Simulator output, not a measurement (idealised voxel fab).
A process module follows: voxel ribs on slabs.
Section shown: cut. Width: 180 nm. Cell size: 5 nm, square.
When this document writes out a cross-section, it uses a grid of square cells and lists it as bands, beginning at the top and moving down, with a band standing for one or more rows of cells. Each band's line starts with the height of the band's top and of its bottom, in nm. Then come its materials from left to right, each with its width in nm. One material with "everywhere" fills the band from edge to edge. "air" is empty space. All heights in this document are referenced to 0, defined as the level beneath which the wafer, as received, consists entirely of one material. The lowest band is not bounded below; it extends indefinitely downward and is written in the form "0 -> down". With a width like "30..40", each row of cells in the band differs from the next by the same amount, the top row carrying the first number and the bottom row the second. Step note "identical to before" = no cross-section cell changed. In the "Voids, sealed" entry, you get each enclosed empty space of 8 cells or more, one with no open way to the top, written width x height at distance, distance from the left edge, in nm. Past the settings on a step's line: simulator remark, on that step. A step's line can hold "overlay nm"; with a mask on that step, the setting says how far right of the planned place the mask lay, while a negative setting says it lay to the left.
This section lists the process steps that were planned
1: op RECEIVE | material Si
2: op DIRECTIONAL_DEP | material SiO2 | thk nm 20
3: op DIRECTIONAL_DEP | material SiN | thk nm 15
4: op DIRECTIONAL_DEP | material aC | thk nm 15
5: op PATTERN | tone cover | mask id RIB | material resist | width nm 20 | thk nm 35 | overlay nm 0
6: op DIRECTIONAL_ETCH | etch materials aC | depth nm 15
7: op STRIP | etch materials resist
8: op DIRECTIONAL_ETCH | etch materials SiN | depth nm 5
9: op STRIP | etch materials aC
10: op DIRECTIONAL_DEP | material aC | thk nm 10
11: op PATTERN | tone cover | mask id SLAB | material resist | width nm 60 | thk nm 30 | overlay nm 0
12: op DIRECTIONAL_ETCH | etch materials aC | depth nm 10
13: op STRIP | etch materials resist
14: op DIRECTIONAL_ETCH | etch materials SiN | depth nm 10
15: op STRIP | etch materials aC
16: op FILL_DEP | material SiO2 | thk nm 20
17: op CMP | height nm 50
18: op DIRECTIONAL_DEP | material TiN | thk nm 10
19: op DIRECTIONAL_DEP | material aC | thk nm 15
20: op PATTERN | tone cover | mask id HEATER | material resist | width nm 30 | thk nm 35 | overlay nm 0
21: op DIRECTIONAL_ETCH | etch materials aC | depth nm 15
22: op STRIP | etch materials resist
23: op DIRECTIONAL_ETCH | etch materials TiN | depth nm 10
24: op STRIP | etch materials aC
25: op CONFORMAL_DEP | material SiO2 | thk nm 10
Wafer cross-section on receipt, i.e. after step 1
* 0 -> down = Si everywhere
* Voids, sealed: none
Starting wafer: above. Plan: above. Run: one mistake. Cross-section after the module: below
* 70 -> 60 = air (65), SiO2 (50), air (65)
* 60 -> 50 = SiO2 (75), TiN (30), SiO2 (75)
* 50 -> 35 = SiO2 everywhere
* 35 -> 30 = SiO2 (60), SiN (20), SiO2 (20), SiN (20), SiO2 (60)
* 30 -> 25 = SiO2 (60), SiN (60), SiO2 (60)
* 25 -> 20 = SiN everywhere
* 20 -> 0 = SiO2 everywhere
* 0 -> down = Si everywhere
* Voids, sealed: none
Deviation from plan: step 5 ran with different settings than intended, the actual operation and settings being op PATTERN | tone open | mask id RIB | material resist | width nm 20 | thk nm 35 | overlay nm 0
